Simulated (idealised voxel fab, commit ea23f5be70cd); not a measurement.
Process module in this document: voxel released beams
For reference, the cross-section in this document is cut, with width 200 nm and square cells of 5 nm.
We lay out every cross-section as a grid of square cells and spell it out in bands from the top down, where one band means one or more rows of cells. Within each band entry, the heights of the top and of the bottom of the band appear first, in that order and in nm; the materials of the band then follow from left to right, each with its corresponding width in nm. The designation "everywhere" on a single material indicates that it fills the band from edge to edge; the designation "air" indicates empty space. For the purposes of this specification, 0 denotes the height below which the wafer in its as-received condition is composed wholly of one material, and the lowermost band, lacking a lower limit, extends downward without end, as expressed in "0 nm and below". The notation "30 to 40" denotes a width that varies across the rows of cells in the band, beginning at the first number in the top row, finishing at the second number in the bottom row, and changing by an identical amount from each row to the next. Basically "left unchanged" means that step didn't change any cell in the cross-section. "Enclosed void list": empty spaces of 8 cells or more with no open way to the top, each given as width x height at distance, distance from the left edge, all in nm. after a step's settings: what the simulator itself notes on the step. Regarding "overlay nm": on a step with a mask, it is the distance the mask lay to the right of its planned place; a negative value places it to the left.

THE STEPS PLANNED FOR THE PROCESS ARE AS FOLLOWS
| 1 | RECEIVE with material Si |
| 2 | CONFORMAL_DEP with material SiN, thk nm 5 |
| 3 | DIRECTIONAL_DEP with material SiO2, thk nm 20 |
| 4 | MASKED_ETCH with tone open, mask id ANCHOR, width nm 25, etch materials SiO2, depth nm 20, overlay nm 0 |
| 5 | CONFORMAL_DEP with material TiN, thk nm 15 |
| 6 | DIRECTIONAL_DEP with material aC, thk nm 15 |
| 7 | PATTERN with tone cover, mask id BEAM, material resist, width nm 90, thk nm 30, overlay nm 0 |
| 8 | DIRECTIONAL_ETCH with etch materials aC, depth nm 15 |
| 9 | STRIP with etch materials resist |
| 10 | DIRECTIONAL_ETCH with etch materials TiN, depth nm 15 |
| 11 | STRIP with etch materials aC |
| 12 | STRIP with etch materials SiO2 |
Split variable: width nm, step 4. Plan value = first wafer. Wafers start alike.

FIRST WAFER OF SEVERAL, AS RECEIVED: CROSS-SECTION AFTER STEP 1
    0 nm and below  Si everywhere
    Enclosed void list: none

NOTE: THE FOLLOWING TABLE IS ARRANGED BY WAFER, A ROW APIECE. EACH ROW REPORTS THE END-OF-MODULE STATE: PER MATERIAL, CELLS GAINED (+) OR CELLS LOST (-) COMPARED WITH THE WAFER AS RECEIVED; CLOSED VOIDS FOLLOW
width nm 25 | +40 SiN | +74 TiN | Enclosed void list: none
width nm 30 | +40 SiN | +78 TiN | Enclosed void list: none
width nm 35 | +40 SiN | +78 TiN | Enclosed void list: none
width nm 40 | +40 SiN | +78 TiN | Enclosed void list: none
width nm 45 | +40 SiN | +78 TiN | Enclosed void list: none
width nm 50 | +40 SiN | +78 TiN | Enclosed void list: none
